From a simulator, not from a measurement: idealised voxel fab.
process module | voxel transistor to metal
cross-section cut | 195 nm wide | cells 5 nm
A cross-section is a grid of square cells, given in bands from the top down. A band is one or more rows of cells.
Each band's line starts with the height of the band's top and of its bottom, in nm. Then come its materials from left to right, each with its width in nm. One material with "throughout" fills the band from edge to edge. "air" is empty space.
Height 0 is the level under which the wafer as received is all one material. The lowest band goes on downwards, as in "0 down".
A width such as "30 to 40" changes by the same amount from each row of cells to the next, from the band's top row to its bottom row.
"no change" after a step means that no cell of the cross-section changed.
closed voids: empty space of 8 cells or more with no open way to the top, each as width x height at its distance from the left edge, in nm
after a step's settings: what the simulator itself notes on the step
overlay nm, on a step with a mask: how far to the right of its planned place the mask lay; to the left if negative
Each pair below shows a cross-section before one step and the cross-section after it, down to the lowest band that changed. The line under each pair gives the step between them, with its settings. The pairs can come from different runs of this module on the same starting wafer, so a pair continues from the pair above only where its "before" says so.
before
  30 to 15: SiO2 throughout
  15 to 0: SiO2 50 | SiN 95 | SiO2 50
  0 to -5: SiO2 throughout
  -5 to -30: SiO2 45 | Si 105 | SiO2 45
  -30 down: Si throughout
  closed voids: none
after
  15 to 0: SiO2 50 | SiN 95 | SiO2 50
  below 0: unchanged
  closed voids: none
the step between: op CMP | height nm 15
before: the cross-section after the pair above
after
  15 to 10: air 50 | SiN 95 | air 50
  below 10: unchanged
  closed voids: none
the step between: op SELECTIVE_ETCH | etch materials SiO2 | depth nm 5
before: the cross-section after the pair above
after
  10 to 0: SiO2 50 | air 95 | SiO2 50
  below 0: unchanged
  closed voids: none
the step between: op STRIP | etch materials SiN
before: the cross-section after the pair above
after
  5 to -5: SiO2 45 | air 105 | SiO2 45
  below -5: unchanged
  closed voids: none
the step between: op SELECTIVE_ETCH | etch materials SiO2 | depth nm 5
before: the cross-section after the pair above
after
  5 to -5: SiO2 45 | air 105 | SiO2 45
  -5 to -10: SiO2 throughout
  below -10: unchanged
  closed voids: none
the step between: op OXIDIZE | depth nm 5
before: the cross-section after the pair above
after
  30 to 20: polySi 45 | air 105 | polySi 45
  20 to 5: polySi throughout
  5 to -5: SiO2 45 | polySi 105 | SiO2 45
  below -5: unchanged
  closed voids: none
the step between: op DIRECTIONAL_DEP | material polySi | thk nm 25
before: the cross-section after the pair above
after
  40 to 30: SiCN 45 | air 105 | SiCN 45
  30 to 20: polySi 45 | SiCN 105 | polySi 45
  below 20: unchanged
  closed voids: none
the step between: op DIRECTIONAL_DEP | material SiCN | thk nm 10
before: the cross-section after the pair above
after
  30 to 20: polySi 45 | air 45 | SiCN 15 | air 45 | polySi 45
  below 20: unchanged
  closed voids: none
the step between: op MASKED_ETCH | tone cover | mask id GATE | width nm 15 | etch materials SiCN | depth nm 20 | overlay nm 0
before: the cross-section after the pair above
after
  30 to 20: air 90 | SiCN 15 | air 90
  20 to 5: air 90 | polySi 15 | air 90
  5 to -5: SiO2 45 | air 45 | polySi 15 | air 45 | SiO2 45
  below -5: unchanged
  closed voids: none
the step between: op MASKED_ETCH | tone cover | mask id GATE | width nm 15 | etch materials polySi | depth nm 35 | overlay nm 0
before: the cross-section after the pair above
after
  35 to 30: air 85 | SiO2 25 | air 85
  30 to 20: air 85 | SiO2 5 | SiCN 15 | SiO2 5 | air 85
  20 to 10: air 85 | SiO2 5 | polySi 15 | SiO2 5 | air 85
  10 to 0: SiO2 50 | air 35 | SiO2 5 | polySi 15 | SiO2 5 | air 35 | SiO2 50
  0 to -5: SiO2 90 | polySi 15 | SiO2 90
  below -5: unchanged
  closed voids: none
the step between: op CONFORMAL_DEP | material SiO2 | thk nm 5
before: the cross-section after the pair above
after
  30 to 20: air 85 | SiO2 5 | SiCN 15 | SiO2 5 | air 85
  20 to 5: air 85 | SiO2 5 | polySi 15 | SiO2 5 | air 85
  5 to -5: SiO2 50 | air 35 | SiO2 5 | polySi 15 | SiO2 5 | air 35 | SiO2 50
  below -5: unchanged
  closed voids: none
the step between: op DIRECTIONAL_ETCH | etch materials SiO2 | depth nm 5
before: the cross-section after the pair above
after
  35 to 30: air 80 | SiN 35 | air 80
  30 to 20: air 80 | SiN 5 | SiO2 5 | SiCN 15 | SiO2 5 | SiN 5 | air 80
  20 to 10: air 80 | SiN 5 | SiO2 5 | polySi 15 | SiO2 5 | SiN 5 | air 80
  10 to 5: SiN 55 | air 25 | SiN 5 | SiO2 5 | polySi 15 | SiO2 5 | SiN 5 | air 25 | SiN 55
  5 to 0: SiO2 50 | SiN 5 | air 25 | SiN 5 | SiO2 5 | polySi 15 | SiO2 5 | SiN 5 | air 25 | SiN 5 | SiO2 50
  0 to -5: SiO2 50 | SiN 35 | SiO2 5 | polySi 15 | SiO2 5 | SiN 35 | SiO2 50
  below -5: unchanged
  closed voids: none
the step between: op CONFORMAL_DEP | material SiN | thk nm 5
before: the cross-section after the pair above
after
  30 to 20: air 80 | SiN 5 | SiO2 5 | SiCN 15 | SiO2 5 | SiN 5 | air 80
  20 to 5: air 80 | SiN 5 | SiO2 5 | polySi 15 | SiO2 5 | SiN 5 | air 80
  5 to -5: SiO2 50 | SiN 5 | air 25 | SiN 5 | SiO2 5 | polySi 15 | SiO2 5 | SiN 5 | air 25 | SiN 5 | SiO2 50
  below -5: unchanged
  closed voids: none
the step between: op DIRECTIONAL_ETCH | etch materials SiN | depth nm 5
before: the cross-section after the pair above
after
  30 to 25: air 80 | SiN 5 | air 5 | SiCN 15 | air 5 | SiN 5 | air 80
  25 to 20: air 80 | SiN 5 | SiO2 5 | SiCN 15 | SiO2 5 | SiN 5 | air 80
  20 to 5: air 80 | SiN 5 | SiO2 5 | polySi 15 | SiO2 5 | SiN 5 | air 80
  5 to 0: air 50 | SiN 5 | air 25 | SiN 5 | SiO2 5 | polySi 15 | SiO2 5 | SiN 5 | air 25 | SiN 5 | air 50
  0 to -5: SiO2 50 | SiN 5 | air 25 | SiN 5 | SiO2 5 | polySi 15 | SiO2 5 | SiN 5 | air 25 | SiN 5 | SiO2 50
  -5 to -10: SiO2 55 | air 25 | SiO2 35 | air 25 | SiO2 55
  below -10: unchanged
  closed voids: none
the step between: op DIRECTIONAL_ETCH | etch materials SiO2 | depth nm 5
before: the cross-section after the pair above
after
  30 to 25: air 80 | SiN 5 | air 5 | SiCN 15 | air 5 | SiN 5 | air 80
  25 to 20: air 80 | SiN 5 | SiO2 5 | SiCN 15 | SiO2 5 | SiN 5 | air 80
  20 to 5: air 80 | SiN 5 | SiO2 5 | polySi 15 | SiO2 5 | SiN 5 | air 80
  5 to 0: air 50 | SiN 5 | air 25 | SiN 5 | SiO2 5 | polySi 15 | SiO2 5 | SiN 5 | air 25 | SiN 5 | air 50
  0 to -5: SiO2 50 | SiN 5 | air 25 | SiN 5 | SiO2 5 | polySi 15 | SiO2 5 | SiN 5 | air 25 | SiN 5 | SiO2 50
  -5 to -10: SiO2 55 | air 25 | SiO2 35 | air 25 | SiO2 55
  -10 to -15: SiO2 45 | Si 10 | air 25 | Si 35 | air 25 | Si 10 | SiO2 45
  below -15: unchanged
  closed voids: none
the step between: op DIRECTIONAL_ETCH | etch materials Si | depth nm 5
before: the cross-section after the pair above
after
  30 to 25: air 80 | SiN 5 | air 5 | SiCN 15 | air 5 | SiN 5 | air 80
  25 to 20: air 80 | SiN 5 | SiO2 5 | SiCN 15 | SiO2 5 | SiN 5 | air 80
  20 to 5: air 80 | SiN 5 | SiO2 5 | polySi 15 | SiO2 5 | SiN 5 | air 80
  5 to 0: air 50 | SiN 5 | air 25 | SiN 5 | SiO2 5 | polySi 15 | SiO2 5 | SiN 5 | air 25 | SiN 5 | air 50
  0 to -5: SiO2 50 | SiN 5 | SiGe 10 | air 5 | SiGe 10 | SiN 5 | SiO2 5 | polySi 15 | SiO2 5 | SiN 5 | SiGe 10 | air 5 | SiGe 10 | SiN 5 | SiO2 50
  -5 to -10: SiO2 55 | SiGe 25 | SiO2 35 | SiGe 25 | SiO2 55
  -10 to -15: SiO2 45 | Si 10 | SiGe 25 | Si 35 | SiGe 25 | Si 10 | SiO2 45
  below -15: unchanged
  closed voids: none
the step between: op EPI | material SiGe | thk nm 10
before: the cross-section after the pair above
after
  35 to 30: SiO2 throughout
  30 to 20: SiO2 80 | SiN 5 | SiO2 5 | SiCN 15 | SiO2 5 | SiN 5 | SiO2 80
  20 to 5: SiO2 80 | SiN 5 | SiO2 5 | polySi 15 | SiO2 5 | SiN 5 | SiO2 80
  5 to 0: SiO2 50 | SiN 5 | SiO2 25 | SiN 5 | SiO2 5 | polySi 15 | SiO2 5 | SiN 5 | SiO2 25 | SiN 5 | SiO2 50
  0 to -5: SiO2 50 | SiN 5 | SiGe 10 | SiO2 5 | SiGe 10 | SiN 5 | SiO2 5 | polySi 15 | SiO2 5 | SiN 5 | SiGe 10 | SiO2 5 | SiGe 10 | SiN 5 | SiO2 50
  below -5: unchanged
  closed voids: none
the step between: op FILL_DEP | material SiO2 | thk nm 5
before: the cross-section after the pair above
after
  30 to 20: SiO2 80 | SiN 5 | SiO2 5 | SiCN 15 | SiO2 5 | SiN 5 | SiO2 80
  below 20: unchanged
  closed voids: none
the step between: op CMP | height nm 30
before: the cross-section after the pair above
after
  40 to 30: SiO2 throughout
  below 30: unchanged
  closed voids: none
the step between: op DIRECTIONAL_DEP | material SiO2 | thk nm 10
before: the cross-section after the pair above
after
  55 to 40: aC throughout
  below 40: unchanged
  closed voids: none
the step between: op DIRECTIONAL_DEP | material aC | thk nm 15
before: the cross-section after the pair above
after
  90 to 55: resist 50 | air 35 | resist 25 | air 35 | resist 50
  below 55: unchanged
  closed voids: none
the step between: op PATTERN | tone open | mask id CONTACT | material resist | width nm 35 | pitch nm 60 | thk nm 35 | overlay nm 0
before: the cross-section after the pair above
after
  75 to 55: resist 50 | air 35 | resist 25 | air 35 | resist 50
  55 to 40: aC 50 | air 35 | aC 25 | air 35 | aC 50
  below 40: unchanged
  closed voids: none
the step between: op DIRECTIONAL_ETCH | etch materials aC | depth nm 15
before: the cross-section after the pair above
after
  55 to 40: aC 50 | air 35 | aC 25 | air 35 | aC 50
  below 40: unchanged
  closed voids: none
the step between: op STRIP | etch materials resist
before: the cross-section after the pair above
after
  55 to 40: aC 50 | air 35 | aC 25 | air 35 | aC 50
  40 to 30: SiO2 50 | air 35 | SiO2 25 | air 35 | SiO2 50
  30 to 20: SiO2 50 | air 30 | SiN 5 | SiO2 5 | SiCN 15 | SiO2 5 | SiN 5 | air 30 | SiO2 50
  20 to 5: SiO2 50 | air 30 | SiN 5 | SiO2 5 | polySi 15 | SiO2 5 | SiN 5 | air 30 | SiO2 50
  5 to 0: SiO2 50 | SiN 5 | air 25 | SiN 5 | SiO2 5 | polySi 15 | SiO2 5 | SiN 5 | air 25 | SiN 5 | SiO2 50
  0 to -5: SiO2 50 | SiN 5 | SiGe 10 | air 5 | SiGe 10 | SiN 5 | SiO2 5 | polySi 15 | SiO2 5 | SiN 5 | SiGe 10 | air 5 | SiGe 10 | SiN 5 | SiO2 50
  below -5: unchanged
  closed voids: none
the step between: op DIRECTIONAL_ETCH | etch materials SiO2 | depth nm 45
before: the cross-section after the pair above
after
  40 to 30: SiO2 50 | air 35 | SiO2 25 | air 35 | SiO2 50
  below 30: unchanged
  closed voids: none
the step between: op STRIP | etch materials aC
before: the cross-section after the pair above
after
  45 to 40: TiN 55 | air 25 | TiN 35 | air 25 | TiN 55
  40 to 30: SiO2 50 | TiN 5 | air 25 to 20 | TiN 5 to 10 | SiO2 25 | TiN 5 to 10 | air 25 to 20 | TiN 5 | SiO2 50
  30 to 20: SiO2 50 | TiN 5 | air 20 | TiN 5 | SiN 5 | SiO2 5 | SiCN 15 | SiO2 5 | SiN 5 | TiN 5 | air 20 | TiN 5 | SiO2 50
  20 to 10: SiO2 50 | TiN 5 | air 20 | TiN 5 | SiN 5 | SiO2 5 | polySi 15 | SiO2 5 | SiN 5 | TiN 5 | air 20 | TiN 5 | SiO2 50
  10 to 5: SiO2 50 | TiN 10 | air 15 | TiN 5 | SiN 5 | SiO2 5 | polySi 15 | SiO2 5 | SiN 5 | TiN 5 | air 15 | TiN 10 | SiO2 50
  5 to 0: SiO2 50 | SiN 5 | TiN 25 | SiN 5 | SiO2 5 | polySi 15 | SiO2 5 | SiN 5 | TiN 25 | SiN 5 | SiO2 50
  0 to -5: SiO2 50 | SiN 5 | SiGe 10 | TiN 5 | SiGe 10 | SiN 5 | SiO2 5 | polySi 15 | SiO2 5 | SiN 5 | SiGe 10 | TiN 5 | SiGe 10 | SiN 5 | SiO2 50
  below -5: unchanged
  closed voids: none
the step between: op CONFORMAL_DEP | material TiN | thk nm 5
before: the cross-section after the pair above
after
  55 to 45: Ru throughout
  45 to 40: TiN 55 | Ru 25 | TiN 35 | Ru 25 | TiN 55
  40 to 30: SiO2 50 | TiN 5 | Ru 25 to 20 | TiN 5 to 10 | SiO2 25 | TiN 5 to 10 | Ru 25 to 20 | TiN 5 | SiO2 50
  30 to 20: SiO2 50 | TiN 5 | Ru 20 | TiN 5 | SiN 5 | SiO2 5 | SiCN 15 | SiO2 5 | SiN 5 | TiN 5 | Ru 20 | TiN 5 | SiO2 50
  20 to 10: SiO2 50 | TiN 5 | Ru 20 | TiN 5 | SiN 5 | SiO2 5 | polySi 15 | SiO2 5 | SiN 5 | TiN 5 | Ru 20 | TiN 5 | SiO2 50
  10 to 5: SiO2 50 | TiN 10 | Ru 15 | TiN 5 | SiN 5 | SiO2 5 | polySi 15 | SiO2 5 | SiN 5 | TiN 5 | Ru 15 | TiN 10 | SiO2 50
  below 5: unchanged
  closed voids: none
the step between: op FILL_DEP | material Ru | thk nm 10
before: the cross-section after the pair above
after
  40 to 30: SiO2 50 | TiN 5 | Ru 25 to 20 | TiN 5 to 10 | SiO2 25 | TiN 5 to 10 | Ru 25 to 20 | TiN 5 | SiO2 50
  below 30: unchanged
  closed voids: none
the step between: op CMP | height nm 40
before: the cross-section after the pair above
after
  45 to 40: SiN throughout
  below 40: unchanged
  closed voids: none
the step between: op CONFORMAL_DEP | material SiN | thk nm 5
before: the cross-section after the pair above
after
  70 to 45: lowk throughout
  below 45: unchanged
  closed voids: none
the step between: op DIRECTIONAL_DEP | material lowk | thk nm 25
before: the cross-section after the pair above
after
  70 to 45: lowk 50 | air 20 | lowk 55 | air 20 | lowk 50
  below 45: unchanged
  closed voids: none
the step between: op MASKED_ETCH | tone open | mask id METAL_1 | width nm 20 | pitch nm 75 | etch materials lowk | depth nm 25 | overlay nm 0
before: the cross-section after the pair above
after
  70 to 45: lowk 50 | air 20 | lowk 55 | air 20 | lowk 50
  45 to 40: SiN 50 | air 20 | SiN 55 | air 20 | SiN 50
  below 40: unchanged
  closed voids: none
the step between: op MASKED_ETCH | tone open | mask id METAL_1 | width nm 20 | pitch nm 75 | etch materials SiN | depth nm 5 | overlay nm 0
before: the cross-section after the pair above
after
  75 to 70: TiN 55 | air 10 | TiN 65 | air 10 | TiN 55
  70 to 45: lowk 50 | TiN 5 | air 10 | TiN 5 | lowk 55 | TiN 5 | air 10 | TiN 5 | lowk 50
  45 to 40: SiN 50 | TiN 20 | SiN 55 | TiN 20 | SiN 50
  below 40: unchanged
  closed voids: none
the step between: op CONFORMAL_DEP | material TiN | thk nm 5
before: the cross-section after the pair above
after
  85 to 75: W throughout
  75 to 70: TiN 55 | W 10 | TiN 65 | W 10 | TiN 55
  70 to 45: lowk 50 | TiN 5 | W 10 | TiN 5 | lowk 55 | TiN 5 | W 10 | TiN 5 | lowk 50
  below 45: unchanged
  closed voids: none
the step between: op FILL_DEP | material W | thk nm 10
before: the cross-section after the pair above
after
  70 to 45: lowk 50 | TiN 5 | W 10 | TiN 5 | lowk 55 | TiN 5 | W 10 | TiN 5 | lowk 50
  below 45: unchanged
  closed voids: none
the step between: op CMP | height nm 70
before: the cross-section after the pair above
after
  75 to 70: SiCN throughout
  below 70: unchanged
  closed voids: none
the step between: op CONFORMAL_DEP | material SiCN | thk nm 5
before
  15 to 0: SiN throughout
  0 to -5: SiO2 throughout
  -5 down: Si throughout
  closed voids: none
after
  15 to 0: air 35 | SiN 105 | air 55
  below 0: unchanged
  closed voids: none
the step between: op MASKED_ETCH | tone cover | mask id ACTIVE | width nm 105 | etch materials SiN | depth nm 15 | overlay nm -10
before: the cross-section after the pair above
after
  15 to 0: air 35 | SiN 105 | air 55
  0 to -5: air 35 | SiO2 115 | air 45
  below -5: unchanged
  closed voids: none
the step between: op MASKED_ETCH | tone cover | mask id ACTIVE | width nm 105 | etch materials SiO2 | depth nm 5 | overlay nm 0
before: the cross-section after the pair above
after
  15 to 0: air 35 | SiN 105 | air 55
  0 to -5: air 35 | SiO2 115 | air 45
  -5 to -30: air 35 | Si 115 | air 45
  below -30: unchanged
  closed voids: none
the step between: op MASKED_ETCH | tone cover | mask id ACTIVE | width nm 105 | etch materials Si | depth nm 25 | overlay nm 0
before: the cross-section after the pair above
after
  30 to 15: SiO2 throughout
  15 to 0: SiO2 35 | SiN 105 | SiO2 55
  0 to -5: SiO2 throughout
  -5 to -30: SiO2 35 | Si 115 | SiO2 45
  below -30: unchanged
  closed voids: none
the step between: op FILL_DEP | material SiO2 | thk nm 15
before: the cross-section after the pair above
after
  15 to 0: SiO2 35 | SiN 105 | SiO2 55
  below 0: unchanged
  closed voids: none
the step between: op CMP | height nm 15
before: the cross-section after the pair above
after
  15 to 10: air 35 | SiN 105 | air 55
  below 10: unchanged
  closed voids: none
the step between: op SELECTIVE_ETCH | etch materials SiO2 | depth nm 5
before: the cross-section after the pair above
after
  10 to 0: SiO2 35 | air 105 | SiO2 55
  below 0: unchanged
  closed voids: none
the step between: op STRIP | etch materials SiN
before: the cross-section after the pair above
after
  5 to -5: SiO2 30 | air 115 | SiO2 50
  below -5: unchanged
  closed voids: none
the step between: op SELECTIVE_ETCH | etch materials SiO2 | depth nm 5
before: the cross-section after the pair above
after
  5 to -5: SiO2 30 | air 115 | SiO2 50
  -5 to -10: SiO2 throughout
  below -10: unchanged
  closed voids: none
the step between: op OXIDIZE | depth nm 5
before: the cross-section after the pair above
after
  30 to 20: polySi 30 | air 115 | polySi 50
  20 to 5: polySi throughout
  5 to -5: SiO2 30 | polySi 115 | SiO2 50
  below -5: unchanged
  closed voids: none
the step between: op DIRECTIONAL_DEP | material polySi | thk nm 25
before: the cross-section after the pair above
after
  40 to 30: SiCN 30 | air 115 | SiCN 50
  30 to 20: polySi 30 | SiCN 115 | polySi 50
  below 20: unchanged
  closed voids: none
the step between: op DIRECTIONAL_DEP | material SiCN | thk nm 10
before: the cross-section after the pair above
after
  30 to 20: polySi 30 | air 60 | SiCN 15 | air 40 | polySi 50
  below 20: unchanged
  closed voids: none
the step between: op MASKED_ETCH | tone cover | mask id GATE | width nm 15 | etch materials SiCN | depth nm 20 | overlay nm 0
before: the cross-section after the pair above
after
  30 to 20: air 90 | SiCN 15 | air 90
  20 to 5: air 90 | polySi 15 | air 90
  5 to -5: SiO2 30 | air 60 | polySi 15 | air 40 | SiO2 50
  below -5: unchanged
  closed voids: none
the step between: op MASKED_ETCH | tone cover | mask id GATE | width nm 15 | etch materials polySi | depth nm 35 | overlay nm 0
before: the cross-section after the pair above
after
  35 to 30: air 85 | SiO2 25 | air 85
  30 to 20: air 85 | SiO2 5 | SiCN 15 | SiO2 5 | air 85
  20 to 10: air 85 | SiO2 5 | polySi 15 | SiO2 5 | air 85
  10 to 0: SiO2 35 | air 50 | SiO2 5 | polySi 15 | SiO2 5 | air 30 | SiO2 55
  0 to -5: SiO2 90 | polySi 15 | SiO2 90
  below -5: unchanged
  closed voids: none
the step between: op CONFORMAL_DEP | material SiO2 | thk nm 5
before: the cross-section after the pair above
after
  30 to 20: air 85 | SiO2 5 | SiCN 15 | SiO2 5 | air 85
  20 to 5: air 85 | SiO2 5 | polySi 15 | SiO2 5 | air 85
  5 to -5: SiO2 35 | air 50 | SiO2 5 | polySi 15 | SiO2 5 | air 30 | SiO2 55
  below -5: unchanged
  closed voids: none
the step between: op DIRECTIONAL_ETCH | etch materials SiO2 | depth nm 5
before: the cross-section after the pair above
after
  35 to 30: air 80 | SiN 35 | air 80
  30 to 20: air 80 | SiN 5 | SiO2 5 | SiCN 15 | SiO2 5 | SiN 5 | air 80
  20 to 10: air 80 | SiN 5 | SiO2 5 | polySi 15 | SiO2 5 | SiN 5 | air 80
  10 to 5: SiN 40 | air 40 | SiN 5 | SiO2 5 | polySi 15 | SiO2 5 | SiN 5 | air 20 | SiN 60
  5 to 0: SiO2 35 | SiN 5 | air 40 | SiN 5 | SiO2 5 | polySi 15 | SiO2 5 | SiN 5 | air 20 | SiN 5 | SiO2 55
  0 to -5: SiO2 35 | SiN 50 | SiO2 5 | polySi 15 | SiO2 5 | SiN 30 | SiO2 55
  below -5: unchanged
  closed voids: none
the step between: op CONFORMAL_DEP | material SiN | thk nm 5
before: the cross-section after the pair above
after
  30 to 20: air 80 | SiN 5 | SiO2 5 | SiCN 15 | SiO2 5 | SiN 5 | air 80
  20 to 5: air 80 | SiN 5 | SiO2 5 | polySi 15 | SiO2 5 | SiN 5 | air 80
  5 to -5: SiO2 35 | SiN 5 | air 40 | SiN 5 | SiO2 5 | polySi 15 | SiO2 5 | SiN 5 | air 20 | SiN 5 | SiO2 55
  below -5: unchanged
  closed voids: none
the step between: op DIRECTIONAL_ETCH | etch materials SiN | depth nm 5
before: the cross-section after the pair above
after
  30 to 25: air 80 | SiN 5 | air 5 | SiCN 15 | air 5 | SiN 5 | air 80
  25 to 20: air 80 | SiN 5 | SiO2 5 | SiCN 15 | SiO2 5 | SiN 5 | air 80
  20 to 5: air 80 | SiN 5 | SiO2 5 | polySi 15 | SiO2 5 | SiN 5 | air 80
  5 to 0: air 35 | SiN 5 | air 40 | SiN 5 | SiO2 5 | polySi 15 | SiO2 5 | SiN 5 | air 20 | SiN 5 | air 55
  0 to -5: SiO2 35 | SiN 5 | air 40 | SiN 5 | SiO2 5 | polySi 15 | SiO2 5 | SiN 5 | air 20 | SiN 5 | SiO2 55
  -5 to -10: SiO2 40 | air 40 | SiO2 35 | air 20 | SiO2 60
  below -10: unchanged
  closed voids: none
the step between: op DIRECTIONAL_ETCH | etch materials SiO2 | depth nm 5
before: the cross-section after the pair above
after
  30 to 25: air 80 | SiN 5 | air 5 | SiCN 15 | air 5 | SiN 5 | air 80
  25 to 20: air 80 | SiN 5 | SiO2 5 | SiCN 15 | SiO2 5 | SiN 5 | air 80
  20 to 5: air 80 | SiN 5 | SiO2 5 | polySi 15 | SiO2 5 | SiN 5 | air 80
  5 to 0: air 35 | SiN 5 | air 40 | SiN 5 | SiO2 5 | polySi 15 | SiO2 5 | SiN 5 | air 20 | SiN 5 | air 55
  0 to -5: SiO2 35 | SiN 5 | air 40 | SiN 5 | SiO2 5 | polySi 15 | SiO2 5 | SiN 5 | air 20 | SiN 5 | SiO2 55
  -5 to -10: SiO2 40 | air 40 | SiO2 35 | air 20 | SiO2 60
  -10 to -15: SiO2 35 | Si 5 | air 40 | Si 35 | air 20 | Si 15 | SiO2 45
  below -15: unchanged
  closed voids: none
the step between: op DIRECTIONAL_ETCH | etch materials Si | depth nm 5
before: the cross-section after the pair above
after
  30 to 25: air 80 | SiN 5 | air 5 | SiCN 15 | air 5 | SiN 5 | air 80
  25 to 20: air 80 | SiN 5 | SiO2 5 | SiCN 15 | SiO2 5 | SiN 5 | air 80
  20 to 5: air 80 | SiN 5 | SiO2 5 | polySi 15 | SiO2 5 | SiN 5 | air 80
  5 to 0: air 35 | SiN 5 | air 40 | SiN 5 | SiO2 5 | polySi 15 | SiO2 5 | SiN 5 | air 20 | SiN 5 | air 55
  0 to -5: SiO2 35 | SiN 5 | SiGe 10 | air 20 | SiGe 10 | SiN 5 | SiO2 5 | polySi 15 | SiO2 5 | SiN 5 | SiGe 20 | SiN 5 | SiO2 55
  -5 to -10: SiO2 40 | SiGe 40 | SiO2 35 | SiGe 20 | SiO2 60
  -10 to -15: SiO2 35 | Si 5 | SiGe 40 | Si 35 | SiGe 20 | Si 15 | SiO2 45
  below -15: unchanged
  closed voids: none
the step between: op EPI | material SiGe | thk nm 10
before: the cross-section after the pair above
after
  35 to 30: SiO2 throughout
  30 to 20: SiO2 80 | SiN 5 | SiO2 5 | SiCN 15 | SiO2 5 | SiN 5 | SiO2 80
  20 to 5: SiO2 80 | SiN 5 | SiO2 5 | polySi 15 | SiO2 5 | SiN 5 | SiO2 80
  5 to 0: SiO2 35 | SiN 5 | SiO2 40 | SiN 5 | SiO2 5 | polySi 15 | SiO2 5 | SiN 5 | SiO2 20 | SiN 5 | SiO2 55
  0 to -5: SiO2 35 | SiN 5 | SiGe 10 | SiO2 20 | SiGe 10 | SiN 5 | SiO2 5 | polySi 15 | SiO2 5 | SiN 5 | SiGe 20 | SiN 5 | SiO2 55
  below -5: unchanged
  closed voids: none
the step between: op FILL_DEP | material SiO2 | thk nm 5
before: the cross-section after the pair above
after
  30 to 20: SiO2 80 | SiN 5 | SiO2 5 | SiCN 15 | SiO2 5 | SiN 5 | SiO2 80
  below 20: unchanged
  closed voids: none
the step between: op CMP | height nm 30
before: the cross-section after the pair above
after
  40 to 30: SiO2 throughout
  below 30: unchanged
  closed voids: none
the step between: op DIRECTIONAL_DEP | material SiO2 | thk nm 10
before: the cross-section after the pair above
after
  55 to 40: aC throughout
  below 40: unchanged
  closed voids: none
the step between: op DIRECTIONAL_DEP | material aC | thk nm 15
before: the cross-section after the pair above
after
  90 to 55: resist 50 | air 35 | resist 25 | air 35 | resist 50
  below 55: unchanged
  closed voids: none
the step between: op PATTERN | tone open | mask id CONTACT | material resist | width nm 35 | pitch nm 60 | thk nm 35 | overlay nm 0
before: the cross-section after the pair above
after
  75 to 55: resist 50 | air 35 | resist 25 | air 35 | resist 50
  55 to 40: aC 50 | air 35 | aC 25 | air 35 | aC 50
  below 40: unchanged
  closed voids: none
the step between: op DIRECTIONAL_ETCH | etch materials aC | depth nm 15
before: the cross-section after the pair above
after
  55 to 40: aC 50 | air 35 | aC 25 | air 35 | aC 50
  below 40: unchanged
  closed voids: none
the step between: op STRIP | etch materials resist
before: the cross-section after the pair above
after
  55 to 40: aC 50 | air 35 | aC 25 | air 35 | aC 50
  40 to 30: SiO2 50 | air 35 | SiO2 25 | air 35 | SiO2 50
  30 to 20: SiO2 50 | air 30 | SiN 5 | SiO2 5 | SiCN 15 | SiO2 5 | SiN 5 | air 30 | SiO2 50
  20 to 5: SiO2 50 | air 30 | SiN 5 | SiO2 5 | polySi 15 | SiO2 5 | SiN 5 | air 30 | SiO2 50
  5 to 0: SiO2 35 | SiN 5 | SiO2 10 | air 30 | SiN 5 | SiO2 5 | polySi 15 | SiO2 5 | SiN 5 | air 20 | SiN 5 | air 5 | SiO2 50
  0 to -5: SiO2 35 | SiN 5 | SiGe 10 | air 20 | SiGe 10 | SiN 5 | SiO2 5 | polySi 15 | SiO2 5 | SiN 5 | SiGe 20 | SiN 5 | air 5 | SiO2 50
  below -5: unchanged
  closed voids: none
the step between: op DIRECTIONAL_ETCH | etch materials SiO2 | depth nm 45
before: the cross-section after the pair above
after
  40 to 30: SiO2 50 | air 35 | SiO2 25 | air 35 | SiO2 50
  below 30: unchanged
  closed voids: none
the step between: op STRIP | etch materials aC
before: the cross-section after the pair above
after
  45 to 40: TiN 55 | air 25 | TiN 35 | air 25 | TiN 55
  40 to 30: SiO2 50 | TiN 5 | air 25 to 20 | TiN 5 to 10 | SiO2 25 | TiN 5 to 10 | air 25 to 20 | TiN 5 | SiO2 50
  30 to 20: SiO2 50 | TiN 5 | air 20 | TiN 5 | SiN 5 | SiO2 5 | SiCN 15 | SiO2 5 | SiN 5 | TiN 5 | air 20 | TiN 5 | SiO2 50
  20 to 10: SiO2 50 | TiN 5 | air 20 | TiN 5 | SiN 5 | SiO2 5 | polySi 15 | SiO2 5 | SiN 5 | TiN 5 | air 20 | TiN 5 | SiO2 50
  10 to 5: SiO2 50 | TiN 5 | air 20 | TiN 5 | SiN 5 | SiO2 5 | polySi 15 | SiO2 5 | SiN 5 | TiN 5 | air 10 | TiN 15 | SiO2 50
  5 to 0: SiO2 35 | SiN 5 | SiO2 10 | TiN 5 | air 10 | TiN 15 | SiN 5 | SiO2 5 | polySi 15 | SiO2 5 | SiN 5 | TiN 20 | SiN 5 | TiN 5 | SiO2 50
  0 to -5: SiO2 35 | SiN 5 | SiGe 10 | TiN 20 | SiGe 10 | SiN 5 | SiO2 5 | polySi 15 | SiO2 5 | SiN 5 | SiGe 20 | SiN 5 | TiN 5 | SiO2 50
  below -5: unchanged
  closed voids: none
the step between: op CONFORMAL_DEP | material TiN | thk nm 5
before: the cross-section after the pair above
after
  55 to 45: Ru throughout
  45 to 40: TiN 55 | Ru 25 | TiN 35 | Ru 25 | TiN 55
  40 to 30: SiO2 50 | TiN 5 | Ru 25 to 20 | TiN 5 to 10 | SiO2 25 | TiN 5 to 10 | Ru 25 to 20 | TiN 5 | SiO2 50
  30 to 20: SiO2 50 | TiN 5 | Ru 20 | TiN 5 | SiN 5 | SiO2 5 | SiCN 15 | SiO2 5 | SiN 5 | TiN 5 | Ru 20 | TiN 5 | SiO2 50
  20 to 10: SiO2 50 | TiN 5 | Ru 20 | TiN 5 | SiN 5 | SiO2 5 | polySi 15 | SiO2 5 | SiN 5 | TiN 5 | Ru 20 | TiN 5 | SiO2 50
  10 to 5: SiO2 50 | TiN 5 | Ru 20 | TiN 5 | SiN 5 | SiO2 5 | polySi 15 | SiO2 5 | SiN 5 | TiN 5 | Ru 10 | TiN 15 | SiO2 50
  5 to 0: SiO2 35 | SiN 5 | SiO2 10 | TiN 5 | Ru 10 | TiN 15 | SiN 5 | SiO2 5 | polySi 15 | SiO2 5 | SiN 5 | TiN 20 | SiN 5 | TiN 5 | SiO2 50
  below 0: unchanged
  closed voids: none
the step between: op FILL_DEP | material Ru | thk nm 10
before: the cross-section after the pair above
after
  40 to 30: SiO2 50 | TiN 5 | Ru 25 to 20 | TiN 5 to 10 | SiO2 25 | TiN 5 to 10 | Ru 25 to 20 | TiN 5 | SiO2 50
  below 30: unchanged
  closed voids: none
the step between: op CMP | height nm 40
before: the cross-section after the pair above
after
  45 to 40: SiN throughout
  below 40: unchanged
  closed voids: none
the step between: op CONFORMAL_DEP | material SiN | thk nm 5
